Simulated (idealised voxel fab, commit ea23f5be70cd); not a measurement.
process module | voxel transistor to metal
cross-section cut | 165 nm wide | cells 5 nm
A cross-section is a grid of square cells, given in bands from the top down. A band is one or more rows of cells.
Each band's line starts with the height of the band's top and of its bottom, in nm. Then come its materials from left to right, each with its width in nm. One material with "throughout" fills the band from edge to edge. "air" is empty space.
Height 0 is the level under which the wafer as received is all one material. The lowest band goes on downwards, as in "0 down".
A width such as "30 to 40" changes by the same amount from each row of cells to the next, from the band's top row to its bottom row.
"no change" after a step means that no cell of the cross-section changed.
closed voids: empty space of 8 cells or more with no open way to the top, each as width x height at its distance from the left edge, in nm
after a step's settings: what the simulator itself notes on the step
overlay nm, on a step with a mask: how far to the right of its planned place the mask lay; to the left if negative
plan
1 op RECEIVE | material Si
2 op CONFORMAL_DEP | material SiO2 | thk nm 5
3 op CONFORMAL_DEP | material SiN | thk nm 15
4 op MASKED_ETCH | tone cover | mask id ACTIVE | width nm 115 | etch materials SiN | depth nm 15 | overlay nm 0
5 op MASKED_ETCH | tone cover | mask id ACTIVE | width nm 115 | etch materials SiO2 | depth nm 5 | overlay nm 0
6 op MASKED_ETCH | tone cover | mask id ACTIVE | width nm 115 | etch materials Si | depth nm 20 | overlay nm 0
7 op FILL_DEP | material SiO2 | thk nm 15
8 op CMP | height nm 20
9 op SELECTIVE_ETCH | etch materials SiO2 | depth nm 5
10 op STRIP | etch materials SiN
11 op SELECTIVE_ETCH | etch materials SiO2 | depth nm 5
12 op OXIDIZE | depth nm 5
13 op DIRECTIONAL_DEP | material polySi | thk nm 25
14 op DIRECTIONAL_DEP | material SiCN | thk nm 10
15 op MASKED_ETCH | tone cover | mask id GATE | width nm 15 | etch materials SiCN | depth nm 20 | overlay nm 0
16 op MASKED_ETCH | tone cover | mask id GATE | width nm 15 | etch materials polySi | depth nm 35 | overlay nm 0
17 op CONFORMAL_DEP | material SiO2 | thk nm 5
18 op DIRECTIONAL_ETCH | etch materials SiO2 | depth nm 5
19 op CONFORMAL_DEP | material SiN | thk nm 10
20 op DIRECTIONAL_ETCH | etch materials SiN | depth nm 10
21 op DIRECTIONAL_ETCH | etch materials SiO2 | depth nm 5
22 op DIRECTIONAL_ETCH | etch materials Si | depth nm 5
23 op EPI | material nSi | thk nm 10
24 op FILL_DEP | material SiO2 | thk nm 10
25 op CMP | height nm 35
26 op DIRECTIONAL_DEP | material SiO2 | thk nm 15
27 op PATTERN | tone open | mask id CONTACT | material resist | width nm 20 | pitch nm 75 | thk nm 20 | overlay nm 0
28 op DIRECTIONAL_ETCH | etch materials SiO2 | depth nm 50
29 op STRIP | etch materials resist
30 op CONFORMAL_DEP | material TiN | thk nm 5
31 op FILL_DEP | material Ru | thk nm 10
32 op CMP | height nm 50
33 op CONFORMAL_DEP | material SiN | thk nm 5
34 op DIRECTIONAL_DEP | material lowk | thk nm 15
35 op PATTERN | tone open | mask id METAL_1 | material resist | width nm 20 | pitch nm 75 | thk nm 15 | overlay nm 0
36 op DIRECTIONAL_ETCH | etch materials lowk | depth nm 15
37 op DIRECTIONAL_ETCH | etch materials SiN | depth nm 5
38 op STRIP | etch materials resist
39 op CONFORMAL_DEP | material TiN | thk nm 5
40 op FILL_DEP | material Ru | thk nm 5
41 op CMP | height nm 70
42 op CONFORMAL_DEP | material SiCN | thk nm 5
43 op DIRECTIONAL_DEP | material lowk | thk nm 25
44 op MASKED_ETCH | tone open | mask id METAL_2_HOLES | width nm 15 | pitch nm 75 | etch materials lowk | depth nm 25 | overlay nm 0
45 op DIRECTIONAL_DEP | material aC | thk nm 10
46 op PATTERN | tone open | mask id METAL_2 | material resist | width nm 20 | pitch nm 75 | thk nm 25 | overlay nm 0
47 op DIRECTIONAL_ETCH | etch materials aC | depth nm 10
48 op STRIP | etch materials resist
49 op DIRECTIONAL_ETCH | etch materials lowk | depth nm 15
50 op DIRECTIONAL_ETCH | etch materials SiCN | depth nm 5
51 op STRIP | etch materials aC
52 op CONFORMAL_DEP | material TiN | thk nm 5
53 op FILL_DEP | material Ru | thk nm 10
54 op CMP | height nm 100
55 op CONFORMAL_DEP | material SiCN | thk nm 5
first wafer, as planned
as received, after step 1
  0 down: Si throughout
  closed voids: none
after step 2
  5 to 0: SiO2 throughout
  below 0: unchanged
after step 3
  20 to 5: SiN throughout
  below 5: unchanged
after step 4
  20 to 5: air 25 | SiN 115 | air 25
  below 5: unchanged
after step 5
  20 to 5: air 25 | SiN 115 | air 25
  5 to 0: air 25 | SiO2 115 | air 25
  below 0: unchanged
after step 6
  20 to 5: air 25 | SiN 115 | air 25
  5 to 0: air 25 | SiO2 115 | air 25
  0 to -20: air 25 | Si 115 | air 25
  below -20: unchanged
after step 7
  35 to 20: SiO2 throughout
  20 to 5: SiO2 25 | SiN 115 | SiO2 25
  5 to 0: SiO2 throughout
  0 to -20: SiO2 25 | Si 115 | SiO2 25
  below -20: unchanged
after step 8
  20 to 5: SiO2 25 | SiN 115 | SiO2 25
  below 5: unchanged
after step 9
  20 to 15: air 25 | SiN 115 | air 25
  below 15: unchanged
after step 10
  15 to 5: SiO2 25 | air 115 | SiO2 25
  below 5: unchanged
after step 11
  10 to 0: SiO2 20 | air 125 | SiO2 20
  below 0: unchanged
after step 12
  10 to 0: SiO2 20 | air 125 | SiO2 20
  0 to -5: SiO2 throughout
  below -5: unchanged
after step 13
  35 to 25: polySi 20 | air 125 | polySi 20
  25 to 10: polySi throughout
  10 to 0: SiO2 20 | polySi 125 | SiO2 20
  below 0: unchanged
after step 14
  45 to 35: SiCN 20 | air 125 | SiCN 20
  35 to 25: polySi 20 | SiCN 125 | polySi 20
  below 25: unchanged
after step 15
  35 to 25: polySi 20 | air 55 | SiCN 15 | air 55 | polySi 20
  below 25: unchanged
after step 16
  35 to 25: air 75 | SiCN 15 | air 75
  25 to 10: air 75 | polySi 15 | air 75
  10 to 0: SiO2 20 | air 55 | polySi 15 | air 55 | SiO2 20
  below 0: unchanged
after step 17
  40 to 35: air 70 | SiO2 25 | air 70
  35 to 25: air 70 | SiO2 5 | SiCN 15 | SiO2 5 | air 70
  25 to 15: air 70 | SiO2 5 | polySi 15 | SiO2 5 | air 70
  15 to 5: SiO2 25 | air 45 | SiO2 5 | polySi 15 | SiO2 5 | air 45 | SiO2 25
  5 to 0: SiO2 75 | polySi 15 | SiO2 75
  below 0: unchanged
after step 18
  35 to 25: air 70 | SiO2 5 | SiCN 15 | SiO2 5 | air 70
  25 to 10: air 70 | SiO2 5 | polySi 15 | SiO2 5 | air 70
  10 to 0: SiO2 25 | air 45 | SiO2 5 | polySi 15 | SiO2 5 | air 45 | SiO2 25
  below 0: unchanged
after step 19
  45 to 35: air 60 | SiN 45 | air 60
  35 to 25: air 60 | SiN 10 | SiO2 5 | SiCN 15 | SiO2 5 | SiN 10 | air 60
  25 to 20: air 60 | SiN 10 | SiO2 5 | polySi 15 | SiO2 5 | SiN 10 | air 60
  20 to 10: SiN 35 | air 25 | SiN 10 | SiO2 5 | polySi 15 | SiO2 5 | SiN 10 | air 25 | SiN 35
  10 to 0: SiO2 25 | SiN 45 | SiO2 5 | polySi 15 | SiO2 5 | SiN 45 | SiO2 25
  below 0: unchanged
after step 20
  35 to 25: air 60 | SiN 10 | SiO2 5 | SiCN 15 | SiO2 5 | SiN 10 | air 60
  25 to 10: air 60 | SiN 10 | SiO2 5 | polySi 15 | SiO2 5 | SiN 10 | air 60
  10 to 0: SiO2 25 | SiN 10 | air 25 | SiN 10 | SiO2 5 | polySi 15 | SiO2 5 | SiN 10 | air 25 | SiN 10 | SiO2 25
  below 0: unchanged
after step 21
  35 to 30: air 60 | SiN 10 | air 5 | SiCN 15 | air 5 | SiN 10 | air 60
  30 to 25: air 60 | SiN 10 | SiO2 5 | SiCN 15 | SiO2 5 | SiN 10 | air 60
  25 to 10: air 60 | SiN 10 | SiO2 5 | polySi 15 | SiO2 5 | SiN 10 | air 60
  10 to 5: air 25 | SiN 10 | air 25 | SiN 10 | SiO2 5 | polySi 15 | SiO2 5 | SiN 10 | air 25 | SiN 10 | air 25
  5 to 0: SiO2 25 | SiN 10 | air 25 | SiN 10 | SiO2 5 | polySi 15 | SiO2 5 | SiN 10 | air 25 | SiN 10 | SiO2 25
  0 to -5: SiO2 35 | air 25 | SiO2 45 | air 25 | SiO2 35
  below -5: unchanged
after step 22
  35 to 30: air 60 | SiN 10 | air 5 | SiCN 15 | air 5 | SiN 10 | air 60
  30 to 25: air 60 | SiN 10 | SiO2 5 | SiCN 15 | SiO2 5 | SiN 10 | air 60
  25 to 10: air 60 | SiN 10 | SiO2 5 | polySi 15 | SiO2 5 | SiN 10 | air 60
  10 to 5: air 25 | SiN 10 | air 25 | SiN 10 | SiO2 5 | polySi 15 | SiO2 5 | SiN 10 | air 25 | SiN 10 | air 25
  5 to 0: SiO2 25 | SiN 10 | air 25 | SiN 10 | SiO2 5 | polySi 15 | SiO2 5 | SiN 10 | air 25 | SiN 10 | SiO2 25
  0 to -5: SiO2 35 | air 25 | SiO2 45 | air 25 | SiO2 35
  -5 to -10: SiO2 25 | Si 10 | air 25 | Si 45 | air 25 | Si 10 | SiO2 25
  below -10: unchanged
after step 23
  35 to 30: air 60 | SiN 10 | air 5 | SiCN 15 | air 5 | SiN 10 | air 60
  30 to 25: air 60 | SiN 10 | SiO2 5 | SiCN 15 | SiO2 5 | SiN 10 | air 60
  25 to 10: air 60 | SiN 10 | SiO2 5 | polySi 15 | SiO2 5 | SiN 10 | air 60
  10 to 5: air 25 | SiN 10 | air 25 | SiN 10 | SiO2 5 | polySi 15 | SiO2 5 | SiN 10 | air 25 | SiN 10 | air 25
  5 to 0: SiO2 25 | SiN 10 | nSi 10 | air 5 | nSi 10 | SiN 10 | SiO2 5 | polySi 15 | SiO2 5 | SiN 10 | nSi 10 | air 5 | nSi 10 | SiN 10 | SiO2 25
  0 to -5: SiO2 35 | nSi 25 | SiO2 45 | nSi 25 | SiO2 35
  -5 to -10: SiO2 25 | Si 10 | nSi 25 | Si 45 | nSi 25 | Si 10 | SiO2 25
  below -10: unchanged
after step 24
  45 to 35: SiO2 throughout
  35 to 25: SiO2 60 | SiN 10 | SiO2 5 | SiCN 15 | SiO2 5 | SiN 10 | SiO2 60
  25 to 10: SiO2 60 | SiN 10 | SiO2 5 | polySi 15 | SiO2 5 | SiN 10 | SiO2 60
  10 to 5: SiO2 25 | SiN 10 | SiO2 25 | SiN 10 | SiO2 5 | polySi 15 | SiO2 5 | SiN 10 | SiO2 25 | SiN 10 | SiO2 25
  5 to 0: SiO2 25 | SiN 10 | nSi 10 | SiO2 5 | nSi 10 | SiN 10 | SiO2 5 | polySi 15 | SiO2 5 | SiN 10 | nSi 10 | SiO2 5 | nSi 10 | SiN 10 | SiO2 25
  below 0: unchanged
after step 25
  35 to 25: SiO2 60 | SiN 10 | SiO2 5 | SiCN 15 | SiO2 5 | SiN 10 | SiO2 60
  below 25: unchanged
after step 26
  50 to 35: SiO2 throughout
  below 35: unchanged
after step 27
  70 to 50: resist 35 | air 20 | resist 55 | air 20 | resist 35
  below 50: unchanged
after step 28
  70 to 50: resist 35 | air 20 | resist 55 | air 20 | resist 35
  50 to 35: SiO2 35 | air 20 | SiO2 55 | air 20 | SiO2 35
  35 to 25: SiO2 35 | air 20 | SiO2 5 | SiN 10 | SiO2 5 | SiCN 15 | SiO2 5 | SiN 10 | SiO2 5 | air 20 | SiO2 35
  25 to 10: SiO2 35 | air 20 | SiO2 5 | SiN 10 | SiO2 5 | polySi 15 | SiO2 5 | SiN 10 | SiO2 5 | air 20 | SiO2 35
  10 to 5: SiO2 25 | SiN 10 | air 20 | SiO2 5 | SiN 10 | SiO2 5 | polySi 15 | SiO2 5 | SiN 10 | SiO2 5 | air 20 | SiN 10 | SiO2 25
  5 to 0: SiO2 25 | SiN 10 | nSi 10 | air 5 | nSi 10 | SiN 10 | SiO2 5 | polySi 15 | SiO2 5 | SiN 10 | nSi 10 | air 5 | nSi 10 | SiN 10 | SiO2 25
  below 0: unchanged
after step 29
  50 to 35: SiO2 35 | air 20 | SiO2 55 | air 20 | SiO2 35
  below 35: unchanged
after step 30
  55 to 50: TiN 40 | air 10 | TiN 65 | air 10 | TiN 40
  50 to 35: SiO2 35 | TiN 5 | air 10 | TiN 5 | SiO2 55 | TiN 5 | air 10 | TiN 5 | SiO2 35
  35 to 25: SiO2 35 | TiN 5 | air 10 | TiN 5 | SiO2 5 | SiN 10 | SiO2 5 | SiCN 15 | SiO2 5 | SiN 10 | SiO2 5 | TiN 5 | air 10 | TiN 5 | SiO2 35
  25 to 10: SiO2 35 | TiN 5 | air 10 | TiN 5 | SiO2 5 | SiN 10 | SiO2 5 | polySi 15 | SiO2 5 | SiN 10 | SiO2 5 | TiN 5 | air 10 | TiN 5 | SiO2 35
  10 to 5: SiO2 25 | SiN 10 | TiN 20 | SiO2 5 | SiN 10 | SiO2 5 | polySi 15 | SiO2 5 | SiN 10 | SiO2 5 | TiN 20 | SiN 10 | SiO2 25
  5 to 0: SiO2 25 | SiN 10 | nSi 10 | TiN 5 | nSi 10 | SiN 10 | SiO2 5 | polySi 15 | SiO2 5 | SiN 10 | nSi 10 | TiN 5 | nSi 10 | SiN 10 | SiO2 25
  below 0: unchanged
after step 31
  65 to 55: Ru throughout
  55 to 50: TiN 40 | Ru 10 | TiN 65 | Ru 10 | TiN 40
  50 to 35: SiO2 35 | TiN 5 | Ru 10 | TiN 5 | SiO2 55 | TiN 5 | Ru 10 | TiN 5 | SiO2 35
  35 to 25: SiO2 35 | TiN 5 | Ru 10 | TiN 5 | SiO2 5 | SiN 10 | SiO2 5 | SiCN 15 | SiO2 5 | SiN 10 | SiO2 5 | TiN 5 | Ru 10 | TiN 5 | SiO2 35
  25 to 10: SiO2 35 | TiN 5 | Ru 10 | TiN 5 | SiO2 5 | SiN 10 | SiO2 5 | polySi 15 | SiO2 5 | SiN 10 | SiO2 5 | TiN 5 | Ru 10 | TiN 5 | SiO2 35
  below 10: unchanged
after step 32
  50 to 35: SiO2 35 | TiN 5 | Ru 10 | TiN 5 | SiO2 55 | TiN 5 | Ru 10 | TiN 5 | SiO2 35
  below 35: unchanged
after step 33
  55 to 50: SiN throughout
  below 50: unchanged
after step 34
  70 to 55: lowk throughout
  below 55: unchanged
after step 35
  85 to 70: resist 35 | air 20 | resist 55 | air 20 | resist 35
  below 70: unchanged
after step 36
  85 to 70: resist 35 | air 20 | resist 55 | air 20 | resist 35
  70 to 55: lowk 35 | air 20 | lowk 55 | air 20 | lowk 35
  below 55: unchanged
after step 37
  85 to 70: resist 35 | air 20 | resist 55 | air 20 | resist 35
  70 to 55: lowk 35 | air 20 | lowk 55 | air 20 | lowk 35
  55 to 50: SiN 35 | air 20 | SiN 55 | air 20 | SiN 35
  below 50: unchanged
after step 38
  70 to 55: lowk 35 | air 20 | lowk 55 | air 20 | lowk 35
  below 55: unchanged
after step 39
  75 to 70: TiN 40 | air 10 | TiN 65 | air 10 | TiN 40
  70 to 55: lowk 35 | TiN 5 | air 10 | TiN 5 | lowk 55 | TiN 5 | air 10 | TiN 5 | lowk 35
  55 to 50: SiN 35 | TiN 20 | SiN 55 | TiN 20 | SiN 35
  below 50: unchanged
after step 40
  80 to 75: Ru throughout
  75 to 70: TiN 40 | Ru 10 | TiN 65 | Ru 10 | TiN 40
  70 to 55: lowk 35 | TiN 5 | Ru 10 | TiN 5 | lowk 55 | TiN 5 | Ru 10 | TiN 5 | lowk 35
  below 55: unchanged
after step 41
  70 to 55: lowk 35 | TiN 5 | Ru 10 | TiN 5 | lowk 55 | TiN 5 | Ru 10 | TiN 5 | lowk 35
  below 55: unchanged
after step 42
  75 to 70: SiCN throughout
  below 70: unchanged
after step 43
  100 to 75: lowk throughout
  below 75: unchanged
after step 44
  100 to 75: lowk 35 | air 15 | lowk 60 | air 15 | lowk 40
  below 75: unchanged
after step 45
  110 to 100: aC 35 | air 15 | aC 60 | air 15 | aC 40
  100 to 85: lowk 35 | air 15 | lowk 60 | air 15 | lowk 40
  85 to 75: lowk 35 | aC 15 | lowk 60 | aC 15 | lowk 40
  below 75: unchanged
after step 46
  135 to 110: resist 35 | air 20 | resist 55 | air 20 | resist 35
  below 110: unchanged
after step 47
  125 to 110: resist 35 | air 20 | resist 55 | air 20 | resist 35
  110 to 100: aC 35 | air 20 | aC 55 | air 20 | aC 35
  100 to 75: lowk 35 | air 15 | lowk 60 | air 15 | lowk 40
  below 75: unchanged
after step 48
  110 to 100: aC 35 | air 20 | aC 55 | air 20 | aC 35
  below 100: unchanged
after step 49
  110 to 100: aC 35 | air 20 | aC 55 | air 20 | aC 35
  100 to 85: lowk 35 | air 20 | lowk 55 | air 20 | lowk 35
  below 85: unchanged
after step 50
  110 to 100: aC 35 | air 20 | aC 55 | air 20 | aC 35
  100 to 85: lowk 35 | air 20 | lowk 55 | air 20 | lowk 35
  85 to 75: lowk 35 | air 15 | lowk 60 | air 15 | lowk 40
  75 to 70: SiCN 35 | air 15 | SiCN 60 | air 15 | SiCN 40
  below 70: unchanged
after step 51
  100 to 85: lowk 35 | air 20 | lowk 55 | air 20 | lowk 35
  below 85: unchanged
after step 52
  105 to 100: TiN 40 | air 10 | TiN 65 | air 10 | TiN 40
  100 to 90: lowk 35 | TiN 5 | air 10 | TiN 5 | lowk 55 | TiN 5 | air 10 | TiN 5 | lowk 35
  90 to 85: lowk 35 | TiN 5 | air 5 | TiN 10 | lowk 55 | TiN 5 | air 5 | TiN 10 | lowk 35
  85 to 75: lowk 35 | TiN 5 | air 5 | TiN 5 | lowk 60 | TiN 5 | air 5 | TiN 5 | lowk 40
  75 to 70: SiCN 35 | TiN 15 | SiCN 60 | TiN 15 | SiCN 40
  below 70: unchanged
after step 53
  115 to 105: Ru throughout
  105 to 100: TiN 40 | Ru 10 | TiN 65 | Ru 10 | TiN 40
  100 to 90: lowk 35 | TiN 5 | Ru 10 | TiN 5 | lowk 55 | TiN 5 | Ru 10 | TiN 5 | lowk 35
  90 to 85: lowk 35 | TiN 5 | Ru 5 | TiN 10 | lowk 55 | TiN 5 | Ru 5 | TiN 10 | lowk 35
  85 to 75: lowk 35 | TiN 5 | Ru 5 | TiN 5 | lowk 60 | TiN 5 | Ru 5 | TiN 5 | lowk 40
  below 75: unchanged
after step 54
  100 to 90: lowk 35 | TiN 5 | Ru 10 | TiN 5 | lowk 55 | TiN 5 | Ru 10 | TiN 5 | lowk 35
  below 90: unchanged
after step 55
  105 to 100: SiCN throughout
  below 100: unchanged
second wafer: like start, like plan, one mistake. Through step 51 it matches the first wafer
when step 52 should have ended
  105 to 90: lowk 40 | air 10 | lowk 65 | air 10 | lowk 40
  90 to 75: lowk 40 | air 5 | lowk 70 | air 5 | lowk 45
  75 to 70: SiCN 35 | lowk 15 | SiCN 60 | lowk 15 | SiCN 40
  below 70: unchanged
when step 53 should have ended
  115 to 105: Ru throughout
  105 to 90: lowk 40 | Ru 10 | lowk 65 | Ru 10 | lowk 40
  90 to 75: lowk 40 | Ru 5 | lowk 70 | Ru 5 | lowk 45
  below 75: unchanged
when step 54 should have ended
  100 to 90: lowk 40 | Ru 10 | lowk 65 | Ru 10 | lowk 40
  below 90: unchanged
when step 55 should have ended
  105 to 100: SiCN throughout
  below 100: unchanged
what went wrong: step 52 ran as: op CONFORMAL_DEP | material lowk | thk nm 5
at the end the second wafer has, in cells: 28 fewer of TiN | 28 more of lowk
